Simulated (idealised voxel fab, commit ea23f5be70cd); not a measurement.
process module | voxel capacitor over wiring
It is cross-section cut that appears here, measuring 255 nm in width, its square cells being 5 nm in size.
This document writes a cross-section as a grid whose cells are square, and gives it as bands, listed from the top down; one or more rows of cells form a band. Each band's line starts with the height of the band's top and of its bottom, in nm. Then come its materials from left to right, each with its width in nm. One material with "full width" fills the band from edge to edge. "blank" is empty space. Where do heights start? At 0: under that level the wafer as delivered is made of one material only. And the lowest band has no floor; it just carries on downward, as in "z 0 and below". Width spec "30 to 40" -> top row of cells at first value, bottom row at second value, equal per-row change in between. "changes: none" means the step left every cell of the cross-section as it was. So "Completely sealed voids" is basically the list of trapped voids: any empty space of 8 cells or more that can't reach the top through an opening. They're written width x height at distance, the distance being from the left edge, and it's all nm. If you see something after the settings on a step's line, that's the simulator's own remark about that step. Each step line may optionally specify "overlay nm", which for a step with a mask gives the rightward distance between the mask's planned place and where it lay, a negative value indicating the leftward direction.

# The following list gives the planned process steps
1. RECEIVE with material Si
2. CONFORMAL_DEP with material SiO2, thk nm 15
3. DIRECTIONAL_DEP with material TiN, thk nm 5
4. DIRECTIONAL_DEP with material W, thk nm 20
5. MASKED_ETCH with tone cover, mask id METAL_1, width nm 20, pitch nm 85, etch materials W, depth nm 20, overlay nm 0
6. MASKED_ETCH with tone cover, mask id METAL_1, width nm 20, pitch nm 85, etch materials TiN, depth nm 5, overlay nm 0
7. FILL_DEP with material lowk, thk nm 5
8. CMP with height nm 40
9. CONFORMAL_DEP with material SiCN, thk nm 5
10. DIRECTIONAL_DEP with material lowk, thk nm 10
11. DIRECTIONAL_DEP with material aC, thk nm 10
12. PATTERN with tone open, mask id PLUG_1, material resist, width nm 15, thk nm 30, overlay nm 0
13. DIRECTIONAL_ETCH with etch materials aC, depth nm 10
14. STRIP with etch materials resist
15. DIRECTIONAL_ETCH with etch materials lowk, depth nm 10
16. DIRECTIONAL_ETCH with etch materials SiCN, depth nm 5
17. STRIP with etch materials aC
18. EPI with material Ru, thk nm 10
19. EPI with material Ru, thk nm 5
20. DIRECTIONAL_DEP with material TiN, thk nm 10
21. DIRECTIONAL_DEP with material Al2O3, thk nm 5
22. DIRECTIONAL_DEP with material TiN, thk nm 5
23. DIRECTIONAL_DEP with material aC, thk nm 10
24. PATTERN with tone cover, mask id UPPER_PLATE, material resist, width nm 70, thk nm 25, overlay nm 0
25. DIRECTIONAL_ETCH with etch materials aC, depth nm 10
26. STRIP with etch materials resist
27. DIRECTIONAL_ETCH with etch materials TiN, depth nm 5
28. DIRECTIONAL_ETCH with etch materials Al2O3, depth nm 5
29. STRIP with etch materials aC
30. DIRECTIONAL_DEP with material aC, thk nm 15
31. PATTERN with tone cover, mask id LOWER_PLATE, material resist, width nm 80, thk nm 35, overlay nm 0
32. DIRECTIONAL_ETCH with etch materials aC, depth nm 15
33. STRIP with etch materials resist
34. DIRECTIONAL_ETCH with etch materials TiN, depth nm 10
35. STRIP with etch materials aC
36. FILL_DEP with material SiO2, thk nm 15
37. CMP with height nm 85
38. MASKED_ETCH with tone open, mask id PLUG_2, width nm 15, etch materials SiO2, depth nm 10, overlay nm 0
39. CONFORMAL_DEP with material TiN, thk nm 5
40. FILL_DEP with material W, thk nm 5
41. CMP with height nm 85
42. CONFORMAL_DEP with material SiN, thk nm 5

# The first of a set of two wafers, run to plan

# As-received wafer cross-section (after step 1)
* z 0 and below = Si full width
* Completely sealed voids: none

# Cross-section of the wafer subsequent to step 2
* z 15 to 0 = SiO2 full width
* Nothing below the height 0 has changed.

# Cross-section of the wafer subsequent to step 3
* z 20 to 15 = TiN full width
* Nothing below the height 15 has changed.

# Cross-section of the wafer subsequent to step 4
* z 40 to 20 = W full width
* Nothing below the height 20 has changed.

# Cross-section of the wafer subsequent to step 5
* z 40 to 20 = 75 blank  20 W  65 blank  20 W  75 blank
* Nothing below the height 20 has changed.

# Cross-section of the wafer subsequent to step 6
* z 40 to 20 = 75 blank  20 W  65 blank  20 W  75 blank
* z 20 to 15 = 75 blank  20 TiN  65 blank  20 TiN  75 blank
* Nothing below the height 15 has changed.

# Cross-section of the wafer subsequent to step 7
* z 45 to 40 = lowk full width
* z 40 to 20 = 75 lowk  20 W  65 lowk  20 W  75 lowk
* z 20 to 15 = 75 lowk  20 TiN  65 lowk  20 TiN  75 lowk
* Nothing below the height 15 has changed.

# Cross-section of the wafer subsequent to step 8
* z 40 to 20 = 75 lowk  20 W  65 lowk  20 W  75 lowk
* Nothing below the height 20 has changed.

# Cross-section of the wafer subsequent to step 9
* z 45 to 40 = SiCN full width
* Nothing below the height 40 has changed.

# Cross-section of the wafer subsequent to step 10
* z 55 to 45 = lowk full width
* Nothing below the height 45 has changed.

# Cross-section of the wafer subsequent to step 11
* z 65 to 55 = aC full width
* Nothing below the height 55 has changed.

# Cross-section of the wafer subsequent to step 12
* z 95 to 65 = 80 resist  15 blank  160 resist
* Nothing below the height 65 has changed.

# Cross-section of the wafer subsequent to step 13
* z 85 to 65 = 80 resist  15 blank  160 resist
* z 65 to 55 = 80 aC  15 blank  160 aC
* Nothing below the height 55 has changed.

# Cross-section of the wafer subsequent to step 14
* z 65 to 55 = 80 aC  15 blank  160 aC
* Nothing below the height 55 has changed.

# Cross-section of the wafer subsequent to step 15
* z 65 to 55 = 80 aC  15 blank  160 aC
* z 55 to 45 = 80 lowk  15 blank  160 lowk
* Nothing below the height 45 has changed.

# Cross-section of the wafer subsequent to step 16
* z 65 to 55 = 80 aC  15 blank  160 aC
* z 55 to 45 = 80 lowk  15 blank  160 lowk
* z 45 to 40 = 80 SiCN  15 blank  160 SiCN
* Nothing below the height 40 has changed.

# Cross-section of the wafer subsequent to step 17
* z 55 to 45 = 80 lowk  15 blank  160 lowk
* Nothing below the height 45 has changed.

# Cross-section of the wafer subsequent to step 18
* z 55 to 50 = 80 lowk  15 blank  160 lowk
* z 50 to 45 = 80 lowk  15 Ru  160 lowk
* z 45 to 40 = 80 SiCN  15 Ru  160 SiCN
* Nothing below the height 40 has changed.

# Cross-section of the wafer subsequent to step 19
* z 55 to 45 = 80 lowk  15 Ru  160 lowk
* Nothing below the height 45 has changed.

# Cross-section of the wafer subsequent to step 20
* z 65 to 55 = TiN full width
* Nothing below the height 55 has changed.

# Cross-section of the wafer subsequent to step 21
* z 70 to 65 = Al2O3 full width
* Nothing below the height 65 has changed.

# Cross-section of the wafer subsequent to step 22
* z 75 to 70 = TiN full width
* Nothing below the height 70 has changed.

# Cross-section of the wafer subsequent to step 23
* z 85 to 75 = aC full width
* Nothing below the height 75 has changed.

# Cross-section of the wafer subsequent to step 24
* z 110 to 85 = 80 blank  70 resist  105 blank
* Nothing below the height 85 has changed.

# Cross-section of the wafer subsequent to step 25
* z 100 to 85 = 80 blank  70 resist  105 blank
* z 85 to 75 = 80 blank  70 aC  105 blank
* Nothing below the height 75 has changed.

# Cross-section of the wafer subsequent to step 26
* z 85 to 75 = 80 blank  70 aC  105 blank
* Nothing below the height 75 has changed.

# Cross-section of the wafer subsequent to step 27
* z 85 to 75 = 80 blank  70 aC  105 blank
* z 75 to 70 = 80 blank  70 TiN  105 blank
* Nothing below the height 70 has changed.

# Cross-section of the wafer subsequent to step 28
* z 85 to 75 = 80 blank  70 aC  105 blank
* z 75 to 70 = 80 blank  70 TiN  105 blank
* z 70 to 65 = 80 blank  70 Al2O3  105 blank
* Nothing below the height 65 has changed.

# Cross-section of the wafer subsequent to step 29
* z 75 to 70 = 80 blank  70 TiN  105 blank
* Nothing below the height 70 has changed.

# Cross-section of the wafer subsequent to step 30
* z 90 to 80 = 80 blank  70 aC  105 blank
* z 80 to 75 = aC full width
* z 75 to 70 = 80 aC  70 TiN  105 aC
* z 70 to 65 = 80 aC  70 Al2O3  105 aC
* Nothing below the height 65 has changed.

# Cross-section of the wafer subsequent to step 31
* z 125 to 90 = 75 blank  80 resist  100 blank
* z 90 to 80 = 75 blank  5 resist  70 aC  5 resist  100 blank
* Nothing below the height 80 has changed.

# Cross-section of the wafer subsequent to step 32
* z 110 to 90 = 75 blank  80 resist  100 blank
* z 90 to 80 = 75 blank  5 resist  70 aC  5 resist  100 blank
* z 80 to 75 = 75 blank  80 aC  100 blank
* z 75 to 70 = 75 blank  5 aC  70 TiN  5 aC  100 blank
* z 70 to 65 = 75 blank  5 aC  70 Al2O3  5 aC  100 blank
* Nothing below the height 65 has changed.

# Cross-section of the wafer subsequent to step 33
* z 90 to 80 = 80 blank  70 aC  105 blank
* Nothing below the height 80 has changed.

# Cross-section of the wafer subsequent to step 34
* z 90 to 80 = 80 blank  70 aC  105 blank
* z 80 to 75 = 75 blank  80 aC  100 blank
* z 75 to 70 = 75 blank  5 aC  70 TiN  5 aC  100 blank
* z 70 to 65 = 75 blank  5 aC  70 Al2O3  5 aC  100 blank
* z 65 to 55 = 75 blank  80 TiN  100 blank
* Nothing below the height 55 has changed.

# Cross-section of the wafer subsequent to step 35
* z 75 to 70 = 80 blank  70 TiN  105 blank
* z 70 to 65 = 80 blank  70 Al2O3  105 blank
* Nothing below the height 65 has changed.

# Cross-section of the wafer subsequent to step 36
* z 90 to 75 = SiO2 full width
* z 75 to 70 = 80 SiO2  70 TiN  105 SiO2
* z 70 to 65 = 80 SiO2  70 Al2O3  105 SiO2
* z 65 to 55 = 75 SiO2  80 TiN  100 SiO2
* Nothing below the height 55 has changed.

# Cross-section of the wafer subsequent to step 37
* z 85 to 75 = SiO2 full width
* Nothing below the height 75 has changed.

# Cross-section of the wafer subsequent to step 38
* z 85 to 75 = 90 SiO2  15 blank  150 SiO2
* Nothing below the height 75 has changed.

# Cross-section of the wafer subsequent to step 39
* z 90 to 85 = 95 TiN  5 blank  155 TiN
* z 85 to 80 = 90 SiO2  5 TiN  5 blank  5 TiN  150 SiO2
* z 80 to 70 = 90 to 80 SiO2  15 to 70 TiN  150 to 105 SiO2
* Nothing below the height 70 has changed.

# Cross-section of the wafer subsequent to step 40
* z 95 to 90 = W full width
* z 90 to 85 = 95 TiN  5 W  155 TiN
* z 85 to 80 = 90 SiO2  5 TiN  5 W  5 TiN  150 SiO2
* Nothing below the height 80 has changed.

# Cross-section of the wafer subsequent to step 41
* z 85 to 80 = 90 SiO2  5 TiN  5 W  5 TiN  150 SiO2
* Nothing below the height 80 has changed.

# Cross-section of the wafer subsequent to step 42
* z 90 to 85 = SiN full width
* Nothing below the height 85 has changed.

# Wafer two: like wafer one in start and plan, but with one mistake in execution; identical up to and including step 5

# Second wafer, section view, time point: scheduled end of step 6
* z 40 to 20 = 75 blank  20 W  65 blank  20 W  75 blank
* z 20 to 15 = 75 blank  30 TiN  55 blank  30 TiN  65 blank
* Nothing below the height 15 has changed.

# Second wafer, section view, time point: scheduled end of step 7
* z 45 to 40 = lowk full width
* z 40 to 20 = 75 lowk  20 W  65 lowk  20 W  75 lowk
* z 20 to 15 = 75 lowk  30 TiN  55 lowk  30 TiN  65 lowk
* Nothing below the height 15 has changed.

# Second wafer, section view, time point: scheduled end of step 8
* z 40 to 20 = 75 lowk  20 W  65 lowk  20 W  75 lowk
* Nothing below the height 20 has changed.

# Second wafer, section view, time point: scheduled end of step 9
* z 45 to 40 = SiCN full width
* Nothing below the height 40 has changed.

# Second wafer, section view, time point: scheduled end of step 10
* z 55 to 45 = lowk full width
* Nothing below the height 45 has changed.

# Second wafer, section view, time point: scheduled end of step 11
* z 65 to 55 = aC full width
* Nothing below the height 55 has changed.

# Second wafer, section view, time point: scheduled end of step 12
* z 95 to 65 = 80 resist  15 blank  160 resist
* Nothing below the height 65 has changed.

# Second wafer, section view, time point: scheduled end of step 13
* z 85 to 65 = 80 resist  15 blank  160 resist
* z 65 to 55 = 80 aC  15 blank  160 aC
* Nothing below the height 55 has changed.

# Second wafer, section view, time point: scheduled end of step 14
* z 65 to 55 = 80 aC  15 blank  160 aC
* Nothing below the height 55 has changed.

# Second wafer, section view, time point: scheduled end of step 15
* z 65 to 55 = 80 aC  15 blank  160 aC
* z 55 to 45 = 80 lowk  15 blank  160 lowk
* Nothing below the height 45 has changed.

# Second wafer, section view, time point: scheduled end of step 16
* z 65 to 55 = 80 aC  15 blank  160 aC
* z 55 to 45 = 80 lowk  15 blank  160 lowk
* z 45 to 40 = 80 SiCN  15 blank  160 SiCN
* Nothing below the height 40 has changed.

# Second wafer, section view, time point: scheduled end of step 17
* z 55 to 45 = 80 lowk  15 blank  160 lowk
* Nothing below the height 45 has changed.

# Second wafer, section view, time point: scheduled end of step 18
* z 55 to 50 = 80 lowk  15 blank  160 lowk
* z 50 to 45 = 80 lowk  15 Ru  160 lowk
* z 45 to 40 = 80 SiCN  15 Ru  160 SiCN
* Nothing below the height 40 has changed.

# Second wafer, section view, time point: scheduled end of step 19
* z 55 to 45 = 80 lowk  15 Ru  160 lowk
* Nothing below the height 45 has changed.

# Second wafer, section view, time point: scheduled end of step 20
* z 65 to 55 = TiN full width
* Nothing below the height 55 has changed.

# Second wafer, section view, time point: scheduled end of step 21
* z 70 to 65 = Al2O3 full width
* Nothing below the height 65 has changed.

# Second wafer, section view, time point: scheduled end of step 22
* z 75 to 70 = TiN full width
* Nothing below the height 70 has changed.

# Second wafer, section view, time point: scheduled end of step 23
* z 85 to 75 = aC full width
* Nothing below the height 75 has changed.

# Second wafer, section view, time point: scheduled end of step 24
* z 110 to 85 = 80 blank  70 resist  105 blank
* Nothing below the height 85 has changed.

# Second wafer, section view, time point: scheduled end of step 25
* z 100 to 85 = 80 blank  70 resist  105 blank
* z 85 to 75 = 80 blank  70 aC  105 blank
* Nothing below the height 75 has changed.

# Second wafer, section view, time point: scheduled end of step 26
* z 85 to 75 = 80 blank  70 aC  105 blank
* Nothing below the height 75 has changed.

# Second wafer, section view, time point: scheduled end of step 27
* z 85 to 75 = 80 blank  70 aC  105 blank
* z 75 to 70 = 80 blank  70 TiN  105 blank
* Nothing below the height 70 has changed.

# Second wafer, section view, time point: scheduled end of step 28
* z 85 to 75 = 80 blank  70 aC  105 blank
* z 75 to 70 = 80 blank  70 TiN  105 blank
* z 70 to 65 = 80 blank  70 Al2O3  105 blank
* Nothing below the height 65 has changed.

# Second wafer, section view, time point: scheduled end of step 29
* z 75 to 70 = 80 blank  70 TiN  105 blank
* Nothing below the height 70 has changed.

# Second wafer, section view, time point: scheduled end of step 30
* z 90 to 80 = 80 blank  70 aC  105 blank
* z 80 to 75 = aC full width
* z 75 to 70 = 80 aC  70 TiN  105 aC
* z 70 to 65 = 80 aC  70 Al2O3  105 aC
* Nothing below the height 65 has changed.

# Second wafer, section view, time point: scheduled end of step 31
* z 125 to 90 = 75 blank  80 resist  100 blank
* z 90 to 80 = 75 blank  5 resist  70 aC  5 resist  100 blank
* Nothing below the height 80 has changed.

# Second wafer, section view, time point: scheduled end of step 32
* z 110 to 90 = 75 blank  80 resist  100 blank
* z 90 to 80 = 75 blank  5 resist  70 aC  5 resist  100 blank
* z 80 to 75 = 75 blank  80 aC  100 blank
* z 75 to 70 = 75 blank  5 aC  70 TiN  5 aC  100 blank
* z 70 to 65 = 75 blank  5 aC  70 Al2O3  5 aC  100 blank
* Nothing below the height 65 has changed.

# Second wafer, section view, time point: scheduled end of step 33
* z 90 to 80 = 80 blank  70 aC  105 blank
* Nothing below the height 80 has changed.

# Second wafer, section view, time point: scheduled end of step 34
* z 90 to 80 = 80 blank  70 aC  105 blank
* z 80 to 75 = 75 blank  80 aC  100 blank
* z 75 to 70 = 75 blank  5 aC  70 TiN  5 aC  100 blank
* z 70 to 65 = 75 blank  5 aC  70 Al2O3  5 aC  100 blank
* z 65 to 55 = 75 blank  80 TiN  100 blank
* Nothing below the height 55 has changed.

# Second wafer, section view, time point: scheduled end of step 35
* z 75 to 70 = 80 blank  70 TiN  105 blank
* z 70 to 65 = 80 blank  70 Al2O3  105 blank
* Nothing below the height 65 has changed.

# Second wafer, section view, time point: scheduled end of step 36
* z 90 to 75 = SiO2 full width
* z 75 to 70 = 80 SiO2  70 TiN  105 SiO2
* z 70 to 65 = 80 SiO2  70 Al2O3  105 SiO2
* z 65 to 55 = 75 SiO2  80 TiN  100 SiO2
* Nothing below the height 55 has changed.

# Second wafer, section view, time point: scheduled end of step 37
* z 85 to 75 = SiO2 full width
* Nothing below the height 75 has changed.

# Second wafer, section view, time point: scheduled end of step 38
* z 85 to 75 = 90 SiO2  15 blank  150 SiO2
* Nothing below the height 75 has changed.

# Second wafer, section view, time point: scheduled end of step 39
* z 90 to 85 = 95 TiN  5 blank  155 TiN
* z 85 to 80 = 90 SiO2  5 TiN  5 blank  5 TiN  150 SiO2
* z 80 to 70 = 90 to 80 SiO2  15 to 70 TiN  150 to 105 SiO2
* Nothing below the height 70 has changed.

# Second wafer, section view, time point: scheduled end of step 40
* z 95 to 90 = W full width
* z 90 to 85 = 95 TiN  5 W  155 TiN
* z 85 to 80 = 90 SiO2  5 TiN  5 W  5 TiN  150 SiO2
* Nothing below the height 80 has changed.

# Second wafer, section view, time point: scheduled end of step 41
* z 85 to 80 = 90 SiO2  5 TiN  5 W  5 TiN  150 SiO2
* Nothing below the height 80 has changed.

# Second wafer, section view, time point: scheduled end of step 42
* z 90 to 85 = SiN full width
* Nothing below the height 85 has changed.
Deviation noted in wafer processing: step 6 did not happen as planned, as run it was MASKED_ETCH with tone cover, mask id METAL_1, width nm 20, pitch nm 85, etch materials TiN, depth nm 5, overlay nm 10
Per the end-of-run cell counts, the second wafer holds more or fewer of some materials than the first: 4 more of TiN | 4 fewer of lowk
